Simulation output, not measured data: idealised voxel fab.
The name of this process module is voxel transistor to metal.
In the cross-section labelled cut, the width is 260 nm and each square cell is 5 nm.
A cross-section in this document is a grid of square cells, and it is written down as bands, the top band listed before the ones below it; a band is made up of one or more rows of cells. A band entry consists of two parts. The first gives the height of the band's top and the height of its bottom, in nm. The rest lists the band's materials from left to right, each with its width in nm. A single material labelled with the word "throughout" fills the band from edge to edge, and the word "blank" marks empty space. Heights from 0 (as-received wafer is one material below). Bottom band endless downward, as "0 nm and below". Quick explanation for "30..40": the width changes in equal steps down the rows of cells, from the first number in the band's top row to the second number in its bottom row. No cell of the cross-section changed in a step that is given as "no modification". Entry "Closed void register". Content: empty spaces with no open connection to the top, size 8 cells or greater. Each: width x height at distance. Distance: from left edge. Unit: nm. Post-settings text on a step line: simulator's own remark regarding the step. overlay nm: mask right of planned place by this much (step with mask). Neg. = left. Heads up before you read on: it's before/after pairs around one process step each, after side only down to the lowest band that changed, step plus settings under the pair. Pairs can be from different runs of this module, same starting wafer, so only chain a pair onto the one above if its "Before processing step" entry says so.
## Before processing step
55 nm to 50 nm  TiN 30; blank 15; TiN 45; blank 15; TiN 50; blank 15; TiN 45; blank 15; TiN 30
50 nm to 30 nm  SiO2 25; TiN 5; blank 15; TiN 5; SiO2 35; TiN 5; blank 15; TiN 5; SiO2 40; TiN 5; blank 15; TiN 5; SiO2 35; TiN 5; blank 15; TiN 5; SiO2 25
30 nm to 20 nm  SiO2 25; TiN 5; blank 15; TiN 5; SiN 5; SiCN 25; SiN 5; TiN 5; blank 15; TiN 5; SiO2 40; TiN 5; blank 15; TiN 5; SiN 5; SiCN 25; SiN 5; TiN 5; blank 15; TiN 5; SiO2 25
20 nm to 10 nm  SiO2 25; TiN 5; blank 15; TiN 5; SiN 5; polySi 25; SiN 5; TiN 5; blank 15; TiN 5; SiO2 40; TiN 5; blank 15; TiN 5; SiN 5; polySi 25; SiN 5; TiN 5; blank 15; TiN 5; SiO2 25
10 nm to 5 nm  SiO2 25; TiN 25; SiN 5; polySi 25; SiN 5; TiN 25; SiO2 40; TiN 25; SiN 5; polySi 25; SiN 5; TiN 25; SiO2 25
5 nm to 0 nm  SiO2 25; TiN 10; SiGe 15; SiN 5; polySi 25; SiN 5; SiGe 15; TiN 10; SiO2 40; TiN 10; SiGe 15; SiN 5; polySi 25; SiN 5; SiGe 15; TiN 10; SiO2 25
0 nm to -5 nm  SiO2 15; SiN 5; SiO2 5; TiN 10; SiGe 15; SiN 5; polySi 25; SiN 5; SiGe 15; TiN 10; SiO2 5; SiN 5; SiO2 20; SiN 5; SiO2 5; TiN 10; SiGe 15; SiN 5; polySi 25; SiN 5; SiGe 15; TiN 10; SiO2 5; SiN 5; SiO2 15
-5 nm to -10 nm  SiO2 25; TiN 10; SiGe 15; SiO2 35; SiGe 15; TiN 10; SiO2 40; TiN 10; SiGe 15; SiO2 35; SiGe 15; TiN 10; SiO2 25
-10 nm to -25 nm  SiO2 25; SiGe 25; Si 35; SiGe 25; SiO2 40; SiGe 25; Si 35; SiGe 25; SiO2 25
-25 nm to -40 nm  SiO2 25; Si 85; SiO2 40; Si 85; SiO2 25
-40 nm and below  Si throughout
Closed void register: none
## Cross-Section Thereafter
60 nm to 55 nm  W throughout
55 nm to 50 nm  TiN 30; W 15; TiN 45; W 15; TiN 50; W 15; TiN 45; W 15; TiN 30
50 nm to 30 nm  SiO2 25; TiN 5; W 15; TiN 5; SiO2 35; TiN 5; W 15; TiN 5; SiO2 40; TiN 5; W 15; TiN 5; SiO2 35; TiN 5; W 15; TiN 5; SiO2 25
30 nm to 20 nm  SiO2 25; TiN 5; W 15; TiN 5; SiN 5; SiCN 25; SiN 5; TiN 5; W 15; TiN 5; SiO2 40; TiN 5; W 15; TiN 5; SiN 5; SiCN 25; SiN 5; TiN 5; W 15; TiN 5; SiO2 25
20 nm to 10 nm  SiO2 25; TiN 5; W 15; TiN 5; SiN 5; polySi 25; SiN 5; TiN 5; W 15; TiN 5; SiO2 40; TiN 5; W 15; TiN 5; SiN 5; polySi 25; SiN 5; TiN 5; W 15; TiN 5; SiO2 25
Below a height of 10, the structure has not been altered.
Closed void register: none
The structure goes from the before cross-section above to the after cross-section through FILL_DEP,material W,thk nm 5
Before processing step: This step starts from the configuration shown after the step in the pair immediately above.
## Cross-Section Thereafter
50 nm to 30 nm  SiO2 25; TiN 5; W 15; TiN 5; SiO2 35; TiN 5; W 15; TiN 5; SiO2 40; TiN 5; W 15; TiN 5; SiO2 35; TiN 5; W 15; TiN 5; SiO2 25
Below a height of 30, the structure has not been altered.
Closed void register: none
The structure goes from the before cross-section above to the after cross-section through CMP,height nm 50
Before processing step: This step starts from the configuration shown after the step in the pair immediately above.
## Cross-Section Thereafter
55 nm to 50 nm  SiN throughout
Below a height of 50, the structure has not been altered.
Closed void register: none
The structure goes from the before cross-section above to the after cross-section through CONFORMAL_DEP,material SiN,thk nm 5
Before processing step: This step starts from the configuration shown after the step in the pair immediately above.
## Cross-Section Thereafter
70 nm to 55 nm  SiO2 throughout
Below a height of 55, the structure has not been altered.
Closed void register: none
The structure goes from the before cross-section above to the after cross-section through DIRECTIONAL_DEP,material SiO2,thk nm 15
Before processing step: This step starts from the configuration shown after the step in the pair immediately above.
## Cross-Section Thereafter
85 nm to 70 nm  aC throughout
Below a height of 70, the structure has not been altered.
Closed void register: none
The structure goes from the before cross-section above to the after cross-section through DIRECTIONAL_DEP,material aC,thk nm 15
Before processing step: This step starts from the configuration shown after the step in the pair immediately above.
## Cross-Section Thereafter
115 nm to 85 nm  resist 25; blank 15; resist 55; blank 15; resist 40; blank 15; resist 55; blank 15; resist 25
Below a height of 85, the structure has not been altered.
Closed void register: none
The structure goes from the before cross-section above to the after cross-section through PATTERN,tone open,mask id METAL_1,material resist,width nm 15,thk nm 30,overlay nm 0
Before processing step: This step starts from the configuration shown after the step in the pair immediately above.
## Cross-Section Thereafter
100 nm to 85 nm  resist 25; blank 15; resist 55; blank 15; resist 40; blank 15; resist 55; blank 15; resist 25
85 nm to 70 nm  aC 25; blank 15; aC 55; blank 15; aC 40; blank 15; aC 55; blank 15; aC 25
Below a height of 70, the structure has not been altered.
Closed void register: none
The structure goes from the before cross-section above to the after cross-section through DIRECTIONAL_ETCH,etch materials aC,depth nm 15
Before processing step: This step starts from the configuration shown after the step in the pair immediately above.
## Cross-Section Thereafter
85 nm to 70 nm  aC 25; blank 15; aC 55; blank 15; aC 40; blank 15; aC 55; blank 15; aC 25
Below a height of 70, the structure has not been altered.
Closed void register: none
The structure goes from the before cross-section above to the after cross-section through STRIP,etch materials resist
Before processing step: This step starts from the configuration shown after the step in the pair immediately above.
## Cross-Section Thereafter
85 nm to 70 nm  aC 25; blank 15; aC 55; blank 15; aC 40; blank 15; aC 55; blank 15; aC 25
70 nm to 55 nm  SiO2 25; blank 15; SiO2 55; blank 15; SiO2 40; blank 15; SiO2 55; blank 15; SiO2 25
Below a height of 55, the structure has not been altered.
Closed void register: none
The structure goes from the before cross-section above to the after cross-section through DIRECTIONAL_ETCH,etch materials SiO2,depth nm 15
Before processing step: This step starts from the configuration shown after the step in the pair immediately above.
## Cross-Section Thereafter
85 nm to 70 nm  aC 25; blank 15; aC 55; blank 15; aC 40; blank 15; aC 55; blank 15; aC 25
70 nm to 55 nm  SiO2 25; blank 15; SiO2 55; blank 15; SiO2 40; blank 15; SiO2 55; blank 15; SiO2 25
55 nm to 50 nm  SiN 25; blank 15; SiN 55; blank 15; SiN 40; blank 15; SiN 55; blank 15; SiN 25
Below a height of 50, the structure has not been altered.
Closed void register: none
The structure goes from the before cross-section above to the after cross-section through DIRECTIONAL_ETCH,etch materials SiN,depth nm 5
Before processing step: This step starts from the configuration shown after the step in the pair immediately above.
## Cross-Section Thereafter
70 nm to 55 nm  SiO2 25; blank 15; SiO2 55; blank 15; SiO2 40; blank 15; SiO2 55; blank 15; SiO2 25
Below a height of 55, the structure has not been altered.
Closed void register: none
The structure goes from the before cross-section above to the after cross-section through STRIP,etch materials aC
Before processing step: This step starts from the configuration shown after the step in the pair immediately above.
## Cross-Section Thereafter
75 nm to 70 nm  TiN 30; blank 5; TiN 65; blank 5; TiN 50; blank 5; TiN 65; blank 5; TiN 30
70 nm to 55 nm  SiO2 25; TiN 5; blank 5; TiN 5; SiO2 55; TiN 5; blank 5; TiN 5; SiO2 40; TiN 5; blank 5; TiN 5; SiO2 55; TiN 5; blank 5; TiN 5; SiO2 25
55 nm to 50 nm  SiN 25; TiN 15; SiN 55; TiN 15; SiN 40; TiN 15; SiN 55; TiN 15; SiN 25
Below a height of 50, the structure has not been altered.
Closed void register: none
The structure goes from the before cross-section above to the after cross-section through CONFORMAL_DEP,material TiN,thk nm 5
Before processing step: This step starts from the configuration shown after the step in the pair immediately above.
## Cross-Section Thereafter
85 nm to 75 nm  Cu throughout
75 nm to 70 nm  TiN 30; Cu 5; TiN 65; Cu 5; TiN 50; Cu 5; TiN 65; Cu 5; TiN 30
70 nm to 55 nm  SiO2 25; TiN 5; Cu 5; TiN 5; SiO2 55; TiN 5; Cu 5; TiN 5; SiO2 40; TiN 5; Cu 5; TiN 5; SiO2 55; TiN 5; Cu 5; TiN 5; SiO2 25
Below a height of 55, the structure has not been altered.
Closed void register: none
The structure goes from the before cross-section above to the after cross-section through FILL_DEP,material Cu,thk nm 10
Before processing step: This step starts from the configuration shown after the step in the pair immediately above.
## Cross-Section Thereafter
70 nm to 55 nm  SiO2 25; TiN 5; Cu 5; TiN 5; SiO2 55; TiN 5; Cu 5; TiN 5; SiO2 40; TiN 5; Cu 5; TiN 5; SiO2 55; TiN 5; Cu 5; TiN 5; SiO2 25
Below a height of 55, the structure has not been altered.
Closed void register: none
The structure goes from the before cross-section above to the after cross-section through CMP,height nm 70
Before processing step: This step starts from the configuration shown after the step in the pair immediately above.
## Cross-Section Thereafter
75 nm to 70 nm  SiN throughout
Below a height of 70, the structure has not been altered.
Closed void register: none
The structure goes from the before cross-section above to the after cross-section through CONFORMAL_DEP,material SiN,thk nm 5
## Before processing step
50 nm to 35 nm  SiO2 throughout
35 nm to 20 nm  SiO2 50; SiN 5; SiCN 25; SiN 5; SiO2 90; SiN 5; SiCN 25; SiN 5; SiO2 50
20 nm to 5 nm  SiO2 50; SiN 5; polySi 25; SiN 5; SiO2 90; SiN 5; polySi 25; SiN 5; SiO2 50
5 nm to 0 nm  SiO2 35; SiGe 15; SiN 5; polySi 25; SiN 5; SiGe 15; SiO2 60; SiGe 15; SiN 5; polySi 25; SiN 5; SiGe 15; SiO2 35
0 nm to -5 nm  SiO2 15; SiN 5; SiO2 15; SiGe 15; SiN 5; polySi 25; SiN 5; SiGe 15; SiO2 15; SiN 5; SiO2 20; SiN 5; SiO2 15; SiGe 15; SiN 5; polySi 25; SiN 5; SiGe 15; SiO2 15; SiN 5; SiO2 15
-5 nm to -10 nm  SiO2 35; SiGe 15; SiO2 35; SiGe 15; SiO2 60; SiGe 15; SiO2 35; SiGe 15; SiO2 35
-10 nm to -25 nm  SiO2 25; SiGe 25; Si 35; SiGe 25; SiO2 40; SiGe 25; Si 35; SiGe 25; SiO2 25
-25 nm to -40 nm  SiO2 25; Si 85; SiO2 40; Si 85; SiO2 25
-40 nm and below  Si throughout
Closed void register: none
## Cross-Section Thereafter
50 nm to 35 nm  SiO2 30; blank 20; SiO2 40; blank 20; SiO2 45; blank 20; SiO2 40; blank 20; SiO2 25
35 nm to 20 nm  SiO2 30; blank 20; SiN 5; SiCN 25; SiN 5; SiO2 5; blank 20; SiO2 45; blank 20; SiN 5; SiCN 25; SiN 5; SiO2 5; blank 20; SiO2 25
20 nm to 5 nm  SiO2 30; blank 20; SiN 5; polySi 25; SiN 5; SiO2 5; blank 20; SiO2 45; blank 20; SiN 5; polySi 25; SiN 5; SiO2 5; blank 20; SiO2 25
5 nm to 0 nm  SiO2 30; blank 5; SiGe 15; SiN 5; polySi 25; SiN 5; SiGe 15; blank 10; SiO2 45; blank 5; SiGe 15; SiN 5; polySi 25; SiN 5; SiGe 15; blank 10; SiO2 25
0 nm to -5 nm  SiO2 15; SiN 5; SiO2 10; blank 5; SiGe 15; SiN 5; polySi 25; SiN 5; SiGe 15; blank 10; SiO2 5; SiN 5; SiO2 20; SiN 5; SiO2 10; blank 5; SiGe 15; SiN 5; polySi 25; SiN 5; SiGe 15; blank 10; SiO2 5; SiN 5; SiO2 15
-5 nm to -10 nm  SiO2 30; blank 5; SiGe 15; SiO2 35; SiGe 15; blank 10; SiO2 45; blank 5; SiGe 15; SiO2 35; SiGe 15; blank 10; SiO2 25
Below a height of -10, the structure has not been altered.
Closed void register: none
The structure goes from the before cross-section above to the after cross-section through MASKED_ETCH,tone open,mask id CONTACT,width nm 20,etch materials SiO2,depth nm 60,overlay nm 0
Before processing step: This step starts from the configuration shown after the step in the pair immediately above.
## Cross-Section Thereafter
55 nm to 50 nm  TiN 35; blank 10; TiN 50; blank 10; TiN 55; blank 10; TiN 50; blank 10; TiN 30
50 nm to 35 nm  SiO2 30; TiN 5; blank 10; TiN 5; SiO2 40; TiN 5; blank 10; TiN 5; SiO2 45; TiN 5; blank 10; TiN 5; SiO2 40; TiN 5; blank 10; TiN 5; SiO2 25
35 nm to 20 nm  SiO2 30; TiN 5; blank 10; TiN 5; SiN 5; SiCN 25; SiN 5; SiO2 5; TiN 5; blank 10; TiN 5; SiO2 45; TiN 5; blank 10; TiN 5; SiN 5; SiCN 25; SiN 5; SiO2 5; TiN 5; blank 10; TiN 5; SiO2 25
20 nm to 10 nm  SiO2 30; TiN 5; blank 10; TiN 5; SiN 5; polySi 25; SiN 5; SiO2 5; TiN 5; blank 10; TiN 5; SiO2 45; TiN 5; blank 10; TiN 5; SiN 5; polySi 25; SiN 5; SiO2 5; TiN 5; blank 10; TiN 5; SiO2 25
10 nm to 5 nm  SiO2 30; TiN 20; SiN 5; polySi 25; SiN 5; SiO2 5; TiN 20; SiO2 45; TiN 20; SiN 5; polySi 25; SiN 5; SiO2 5; TiN 20; SiO2 25
5 nm to 0 nm  SiO2 30; TiN 5; SiGe 15; SiN 5; polySi 25; SiN 5; SiGe 15; TiN 10; SiO2 45; TiN 5; SiGe 15; SiN 5; polySi 25; SiN 5; SiGe 15; TiN 10; SiO2 25
0 nm to -5 nm  SiO2 15; SiN 5; SiO2 10; TiN 5; SiGe 15; SiN 5; polySi 25; SiN 5; SiGe 15; TiN 10; SiO2 5; SiN 5; SiO2 20; SiN 5; SiO2 10; TiN 5; SiGe 15; SiN 5; polySi 25; SiN 5; SiGe 15; TiN 10; SiO2 5; SiN 5; SiO2 15
-5 nm to -10 nm  SiO2 30; TiN 5; SiGe 15; SiO2 35; SiGe 15; TiN 10; SiO2 45; TiN 5; SiGe 15; SiO2 35; SiGe 15; TiN 10; SiO2 25
Below a height of -10, the structure has not been altered.
Closed void register: none
The structure goes from the before cross-section above to the after cross-section through CONFORMAL_DEP,material TiN,thk nm 5
Before processing step: This step starts from the configuration shown after the step in the pair immediately above.
## Cross-Section Thereafter
60 nm to 55 nm  W throughout
55 nm to 50 nm  TiN 35; W 10; TiN 50; W 10; TiN 55; W 10; TiN 50; W 10; TiN 30
50 nm to 35 nm  SiO2 30; TiN 5; W 10; TiN 5; SiO2 40; TiN 5; W 10; TiN 5; SiO2 45; TiN 5; W 10; TiN 5; SiO2 40; TiN 5; W 10; TiN 5; SiO2 25
35 nm to 20 nm  SiO2 30; TiN 5; W 10; TiN 5; SiN 5; SiCN 25; SiN 5; SiO2 5; TiN 5; W 10; TiN 5; SiO2 45; TiN 5; W 10; TiN 5; SiN 5; SiCN 25; SiN 5; SiO2 5; TiN 5; W 10; TiN 5; SiO2 25
20 nm to 10 nm  SiO2 30; TiN 5; W 10; TiN 5; SiN 5; polySi 25; SiN 5; SiO2 5; TiN 5; W 10; TiN 5; SiO2 45; TiN 5; W 10; TiN 5; SiN 5; polySi 25; SiN 5; SiO2 5; TiN 5; W 10; TiN 5; SiO2 25
Below a height of 10, the structure has not been altered.
Closed void register: none
The structure goes from the before cross-section above to the after cross-section through FILL_DEP,material W,thk nm 5
Before processing step: This step starts from the configuration shown after the step in the pair immediately above.
## Cross-Section Thereafter
50 nm to 35 nm  SiO2 30; TiN 5; W 10; TiN 5; SiO2 40; TiN 5; W 10; TiN 5; SiO2 45; TiN 5; W 10; TiN 5; SiO2 40; TiN 5; W 10; TiN 5; SiO2 25
Below a height of 35, the structure has not been altered.
Closed void register: none
The structure goes from the before cross-section above to the after cross-section through CMP,height nm 50
Before processing step: This step starts from the configuration shown after the step in the pair immediately above.
## Cross-Section Thereafter
55 nm to 50 nm  SiN throughout
Below a height of 50, the structure has not been altered.
Closed void register: none
The structure goes from the before cross-section above to the after cross-section through CONFORMAL_DEP,material SiN,thk nm 5
Before processing step: This step starts from the configuration shown after the step in the pair immediately above.
## Cross-Section Thereafter
70 nm to 55 nm  SiO2 throughout
Below a height of 55, the structure has not been altered.
Closed void register: none
The structure goes from the before cross-section above to the after cross-section through DIRECTIONAL_DEP,material SiO2,thk nm 15
Before processing step: This step starts from the configuration shown after the step in the pair immediately above.
## Cross-Section Thereafter
85 nm to 70 nm  aC throughout
Below a height of 70, the structure has not been altered.
Closed void register: none
The structure goes from the before cross-section above to the after cross-section through DIRECTIONAL_DEP,material aC,thk nm 15
Before processing step: This step starts from the configuration shown after the step in the pair immediately above.
## Cross-Section Thereafter
115 nm to 85 nm  resist 25; blank 15; resist 55; blank 15; resist 40; blank 15; resist 55; blank 15; resist 25
Below a height of 85, the structure has not been altered.
Closed void register: none
The structure goes from the before cross-section above to the after cross-section through PATTERN,tone open,mask id METAL_1,material resist,width nm 15,thk nm 30,overlay nm 0
Before processing step: This step starts from the configuration shown after the step in the pair immediately above.
## Cross-Section Thereafter
100 nm to 85 nm  resist 25; blank 15; resist 55; blank 15; resist 40; blank 15; resist 55; blank 15; resist 25
85 nm to 70 nm  aC 25; blank 15; aC 55; blank 15; aC 40; blank 15; aC 55; blank 15; aC 25
Below a height of 70, the structure has not been altered.
Closed void register: none
The structure goes from the before cross-section above to the after cross-section through DIRECTIONAL_ETCH,etch materials aC,depth nm 15
Before processing step: This step starts from the configuration shown after the step in the pair immediately above.
## Cross-Section Thereafter
85 nm to 70 nm  aC 25; blank 15; aC 55; blank 15; aC 40; blank 15; aC 55; blank 15; aC 25
Below a height of 70, the structure has not been altered.
Closed void register: none
The structure goes from the before cross-section above to the after cross-section through STRIP,etch materials resist
Before processing step: This step starts from the configuration shown after the step in the pair immediately above.
## Cross-Section Thereafter
85 nm to 70 nm  aC 25; blank 15; aC 55; blank 15; aC 40; blank 15; aC 55; blank 15; aC 25
70 nm to 55 nm  SiO2 25; blank 15; SiO2 55; blank 15; SiO2 40; blank 15; SiO2 55; blank 15; SiO2 25
Below a height of 55, the structure has not been altered.
Closed void register: none
The structure goes from the before cross-section above to the after cross-section through DIRECTIONAL_ETCH,etch materials SiO2,depth nm 15
Before processing step: This step starts from the configuration shown after the step in the pair immediately above.
## Cross-Section Thereafter
85 nm to 70 nm  aC 25; blank 15; aC 55; blank 15; aC 40; blank 15; aC 55; blank 15; aC 25
70 nm to 55 nm  SiO2 25; blank 15; SiO2 55; blank 15; SiO2 40; blank 15; SiO2 55; blank 15; SiO2 25
55 nm to 50 nm  SiN 25; blank 15; SiN 55; blank 15; SiN 40; blank 15; SiN 55; blank 15; SiN 25
Below a height of 50, the structure has not been altered.
Closed void register: none
The structure goes from the before cross-section above to the after cross-section through DIRECTIONAL_ETCH,etch materials SiN,depth nm 5
Before processing step: This step starts from the configuration shown after the step in the pair immediately above.
## Cross-Section Thereafter
70 nm to 55 nm  SiO2 25; blank 15; SiO2 55; blank 15; SiO2 40; blank 15; SiO2 55; blank 15; SiO2 25
Below a height of 55, the structure has not been altered.
Closed void register: none
The structure goes from the before cross-section above to the after cross-section through STRIP,etch materials aC
Before processing step: This step starts from the configuration shown after the step in the pair immediately above.
## Cross-Section Thereafter
75 nm to 70 nm  TiN 30; blank 5; TiN 65; blank 5; TiN 50; blank 5; TiN 65; blank 5; TiN 30
70 nm to 55 nm  SiO2 25; TiN 5; blank 5; TiN 5; SiO2 55; TiN 5; blank 5; TiN 5; SiO2 40; TiN 5; blank 5; TiN 5; SiO2 55; TiN 5; blank 5; TiN 5; SiO2 25
55 nm to 50 nm  SiN 25; TiN 15; SiN 55; TiN 15; SiN 40; TiN 15; SiN 55; TiN 15; SiN 25
Below a height of 50, the structure has not been altered.
Closed void register: none
The structure goes from the before cross-section above to the after cross-section through CONFORMAL_DEP,material TiN,thk nm 5
Before processing step: This step starts from the configuration shown after the step in the pair immediately above.
## Cross-Section Thereafter
85 nm to 75 nm  Cu throughout
75 nm to 70 nm  TiN 30; Cu 5; TiN 65; Cu 5; TiN 50; Cu 5; TiN 65; Cu 5; TiN 30
70 nm to 55 nm  SiO2 25; TiN 5; Cu 5; TiN 5; SiO2 55; TiN 5; Cu 5; TiN 5; SiO2 40; TiN 5; Cu 5; TiN 5; SiO2 55; TiN 5; Cu 5; TiN 5; SiO2 25
Below a height of 55, the structure has not been altered.
Closed void register: none
The structure goes from the before cross-section above to the after cross-section through FILL_DEP,material Cu,thk nm 10
Before processing step: This step starts from the configuration shown after the step in the pair immediately above.
## Cross-Section Thereafter
70 nm to 55 nm  SiO2 25; TiN 5; Cu 5; TiN 5; SiO2 55; TiN 5; Cu 5; TiN 5; SiO2 40; TiN 5; Cu 5; TiN 5; SiO2 55; TiN 5; Cu 5; TiN 5; SiO2 25
Below a height of 55, the structure has not been altered.
Closed void register: none
The structure goes from the before cross-section above to the after cross-section through CMP,height nm 70
Before processing step: This step starts from the configuration shown after the step in the pair immediately above.
## Cross-Section Thereafter
75 nm to 70 nm  SiN throughout
Below a height of 70, the structure has not been altered.
Closed void register: none
The structure goes from the before cross-section above to the after cross-section through CONFORMAL_DEP,material SiN,thk nm 5
## Before processing step
85 nm to 70 nm  aC throughout
70 nm to 55 nm  SiO2 throughout
55 nm to 50 nm  SiN throughout
50 nm to 35 nm  SiO2 25; TiN 5; W 15; TiN 5; SiO2 35; TiN 5; W 15; TiN 5; SiO2 40; TiN 5; W 15; TiN 5; SiO2 35; TiN 5; W 15; TiN 5; SiO2 25
35 nm to 20 nm  SiO2 25; TiN 5; W 15; TiN 5; SiN 5; SiCN 25; SiN 5; TiN 5; W 15; TiN 5; SiO2 40; TiN 5; W 15; TiN 5; SiN 5; SiCN 25; SiN 5; TiN 5; W 15; TiN 5; SiO2 25
20 nm to 10 nm  SiO2 25; TiN 5; W 15; TiN 5; SiN 5; polySi 25; SiN 5; TiN 5; W 15; TiN 5; SiO2 40; TiN 5; W 15; TiN 5; SiN 5; polySi 25; SiN 5; TiN 5; W 15; TiN 5; SiO2 25
10 nm to 5 nm  SiO2 25; TiN 25; SiN 5; polySi 25; SiN 5; TiN 25; SiO2 40; TiN 25; SiN 5; polySi 25; SiN 5; TiN 25; SiO2 25
5 nm to 0 nm  SiO2 25; TiN 10; SiGe 15; SiN 5; polySi 25; SiN 5; SiGe 15; TiN 10; SiO2 40; TiN 10; SiGe 15; SiN 5; polySi 25; SiN 5; SiGe 15; TiN 10; SiO2 25
0 nm to -5 nm  SiO2 15; SiN 5; SiO2 5; TiN 10; SiGe 15; SiN 5; polySi 25; SiN 5; SiGe 15; TiN 10; SiO2 5; SiN 5; SiO2 20; SiN 5; SiO2 5; TiN 10; SiGe 15; SiN 5; polySi 25; SiN 5; SiGe 15; TiN 10; SiO2 5; SiN 5; SiO2 15
-5 nm to -10 nm  SiO2 25; TiN 10; SiGe 15; SiO2 35; SiGe 15; TiN 10; SiO2 40; TiN 10; SiGe 15; SiO2 35; SiGe 15; TiN 10; SiO2 25
-10 nm to -25 nm  SiO2 25; SiGe 25; Si 35; SiGe 25; SiO2 40; SiGe 25; Si 35; SiGe 25; SiO2 25
-25 nm to -40 nm  SiO2 25; Si 85; SiO2 40; Si 85; SiO2 25
-40 nm and below  Si throughout
Closed void register: none
## Cross-Section Thereafter
115 nm to 85 nm  resist 35; blank 15; resist 55; blank 15; resist 40; blank 15; resist 55; blank 15; resist 15
Below a height of 85, the structure has not been altered.
Closed void register: none
The structure goes from the before cross-section above to the after cross-section through PATTERN,tone open,mask id METAL_1,material resist,width nm 15,thk nm 30,overlay nm 10
Before processing step: This step starts from the configuration shown after the step in the pair immediately above.
## Cross-Section Thereafter
100 nm to 85 nm  resist 35; blank 15; resist 55; blank 15; resist 40; blank 15; resist 55; blank 15; resist 15
85 nm to 70 nm  aC 35; blank 15; aC 55; blank 15; aC 40; blank 15; aC 55; blank 15; aC 15
Below a height of 70, the structure has not been altered.
Closed void register: none
The structure goes from the before cross-section above to the after cross-section through DIRECTIONAL_ETCH,etch materials aC,depth nm 15
Before processing step: This step starts from the configuration shown after the step in the pair immediately above.
## Cross-Section Thereafter
85 nm to 70 nm  aC 35; blank 15; aC 55; blank 15; aC 40; blank 15; aC 55; blank 15; aC 15
Below a height of 70, the structure has not been altered.
Closed void register: none
The structure goes from the before cross-section above to the after cross-section through STRIP,etch materials resist
Before processing step: This step starts from the configuration shown after the step in the pair immediately above.
## Cross-Section Thereafter
85 nm to 70 nm  aC 35; blank 15; aC 55; blank 15; aC 40; blank 15; aC 55; blank 15; aC 15
70 nm to 55 nm  SiO2 35; blank 15; SiO2 55; blank 15; SiO2 40; blank 15; SiO2 55; blank 15; SiO2 15
Below a height of 55, the structure has not been altered.
Closed void register: none
The structure goes from the before cross-section above to the after cross-section through DIRECTIONAL_ETCH,etch materials SiO2,depth nm 15
Before processing step: This step starts from the configuration shown after the step in the pair immediately above.
## Cross-Section Thereafter
85 nm to 70 nm  aC 35; blank 15; aC 55; blank 15; aC 40; blank 15; aC 55; blank 15; aC 15
70 nm to 55 nm  SiO2 35; blank 15; SiO2 55; blank 15; SiO2 40; blank 15; SiO2 55; blank 15; SiO2 15
55 nm to 50 nm  SiN 35; blank 15; SiN 55; blank 15; SiN 40; blank 15; SiN 55; blank 15; SiN 15
Below a height of 50, the structure has not been altered.
Closed void register: none
The structure goes from the before cross-section above to the after cross-section through DIRECTIONAL_ETCH,etch materials SiN,depth nm 5
Before processing step: This step starts from the configuration shown after the step in the pair immediately above.
## Cross-Section Thereafter
70 nm to 55 nm  SiO2 35; blank 15; SiO2 55; blank 15; SiO2 40; blank 15; SiO2 55; blank 15; SiO2 15
Below a height of 55, the structure has not been altered.
Closed void register: none
The structure goes from the before cross-section above to the after cross-section through STRIP,etch materials aC
Before processing step: This step starts from the configuration shown after the step in the pair immediately above.
## Cross-Section Thereafter
75 nm to 70 nm  TiN 40; blank 5; TiN 65; blank 5; TiN 50; blank 5; TiN 65; blank 5; TiN 20
70 nm to 55 nm  SiO2 35; TiN 5; blank 5; TiN 5; SiO2 55; TiN 5; blank 5; TiN 5; SiO2 40; TiN 5; blank 5; TiN 5; SiO2 55; TiN 5; blank 5; TiN 5; SiO2 15
55 nm to 50 nm  SiN 35; TiN 15; SiN 55; TiN 15; SiN 40; TiN 15; SiN 55; TiN 15; SiN 15
Below a height of 50, the structure has not been altered.
Closed void register: none
The structure goes from the before cross-section above to the after cross-section through CONFORMAL_DEP,material TiN,thk nm 5
Before processing step: This step starts from the configuration shown after the step in the pair immediately above.
## Cross-Section Thereafter
85 nm to 75 nm  Cu throughout
75 nm to 70 nm  TiN 40; Cu 5; TiN 65; Cu 5; TiN 50; Cu 5; TiN 65; Cu 5; TiN 20
70 nm to 55 nm  SiO2 35; TiN 5; Cu 5; TiN 5; SiO2 55; TiN 5; Cu 5; TiN 5; SiO2 40; TiN 5; Cu 5; TiN 5; SiO2 55; TiN 5; Cu 5; TiN 5; SiO2 15
Below a height of 55, the structure has not been altered.
Closed void register: none
The structure goes from the before cross-section above to the after cross-section through FILL_DEP,material Cu,thk nm 10
Before processing step: This step starts from the configuration shown after the step in the pair immediately above.
## Cross-Section Thereafter
70 nm to 55 nm  SiO2 35; TiN 5; Cu 5; TiN 5; SiO2 55; TiN 5; Cu 5; TiN 5; SiO2 40; TiN 5; Cu 5; TiN 5; SiO2 55; TiN 5; Cu 5; TiN 5; SiO2 15
Below a height of 55, the structure has not been altered.
Closed void register: none
The structure goes from the before cross-section above to the after cross-section through CMP,height nm 70
Before processing step: This step starts from the configuration shown after the step in the pair immediately above.
## Cross-Section Thereafter
75 nm to 70 nm  SiN throughout
Below a height of 70, the structure has not been altered.
Closed void register: none
The structure goes from the before cross-section above to the after cross-section through CONFORMAL_DEP,material SiN,thk nm 5
## Before processing step
35 nm to 20 nm  SiO2 50; SiN 5; SiCN 25; SiN 5; SiO2 90; SiN 5; SiCN 25; SiN 5; SiO2 50
20 nm to 5 nm  SiO2 50; SiN 5; polySi 25; SiN 5; SiO2 90; SiN 5; polySi 25; SiN 5; SiO2 50
5 nm to 0 nm  SiO2 35; SiGe 15; SiN 5; polySi 25; SiN 5; SiGe 15; SiO2 60; SiGe 15; SiN 5; polySi 25; SiN 5; SiGe 15; SiO2 35
0 nm to -5 nm  SiO2 15; SiN 5; SiO2 15; SiGe 15; SiN 5; polySi 25; SiN 5; SiGe 15; SiO2 15; SiN 5; SiO2 20; SiN 5; SiO2 15; SiGe 15; SiN 5; polySi 25; SiN 5; SiGe 15; SiO2 15; SiN 5; SiO2 15
-5 nm to -10 nm  SiO2 35; SiGe 15; SiO2 35; SiGe 15; SiO2 60; SiGe 15; SiO2 35; SiGe 15; SiO2 35
-10 nm to -25 nm  SiO2 25; SiGe 25; Si 35; SiGe 25; SiO2 40; SiGe 25; Si 35; SiGe 25; SiO2 25
-25 nm to -40 nm  SiO2 25; Si 85; SiO2 40; Si 85; SiO2 25
-40 nm and below  Si throughout
Closed void register: none
## Cross-Section Thereafter
50 nm to 35 nm  TiN throughout
Below a height of 35, the structure has not been altered.
Closed void register: none
The structure goes from the before cross-section above to the after cross-section through DIRECTIONAL_DEP,material TiN,thk nm 15
